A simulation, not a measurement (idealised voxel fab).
process module | voxel double patterning
cross-section cut | 245 nm wide | cells 5 nm
A cross-section is a grid of square cells, given in bands from the top down. A band is one or more rows of cells.
Each band's line starts with the height of the band's top and of its bottom, in nm. Then come its materials from left to right, each with its width in nm. One material with "throughout" fills the band from edge to edge. "air" is empty space.
Height 0 is the level under which the wafer as received is all one material. The lowest band goes on downwards, as in "0 down".
A width such as "30 to 40" changes by the same amount from each row of cells to the next, from the band's top row to its bottom row.
"no change" after a step means that no cell of the cross-section changed.
closed voids: empty space of 8 cells or more with no open way to the top, each as width x height at its distance from the left edge, in nm
after a step's settings: what the simulator itself notes on the step
overlay nm, on a step with a mask: how far to the right of its planned place the mask lay; to the left if negative
plan
1 op RECEIVE | material Si
2 op CONFORMAL_DEP | material SiO2 | thk nm 10
3 op DIRECTIONAL_DEP | material W | thk nm 10
4 op DIRECTIONAL_DEP | material SiN | thk nm 10
5 op DIRECTIONAL_DEP | material aC | thk nm 10
6 op PATTERN | tone open | mask id FIRST | material resist | width nm 15 | pitch nm 50 | thk nm 25 | overlay nm 0
7 op DIRECTIONAL_ETCH | etch materials aC | depth nm 10
8 op STRIP | etch materials resist
9 op DIRECTIONAL_ETCH | etch materials SiN | depth nm 10
10 op STRIP | etch materials aC
11 op MASKED_ETCH | tone open | mask id SECOND | width nm 15 | etch materials SiN | depth nm 10 | overlay nm 0
12 op DIRECTIONAL_ETCH | etch materials W | depth nm 10
13 op STRIP | etch materials SiN
as received, after step 1
  0 down: Si throughout
  closed voids: none
a wafer at the end: this start, this plan, one mistake
  15 to 5: W 90 | air 15 | W 10 | air 15 | W 10 | air 15 | W 90
  5 to 0: SiO2 throughout
  0 down: Si throughout
  closed voids: none
what went wrong: step 2 ran as: op CONFORMAL_DEP | material SiO2 | thk nm 5
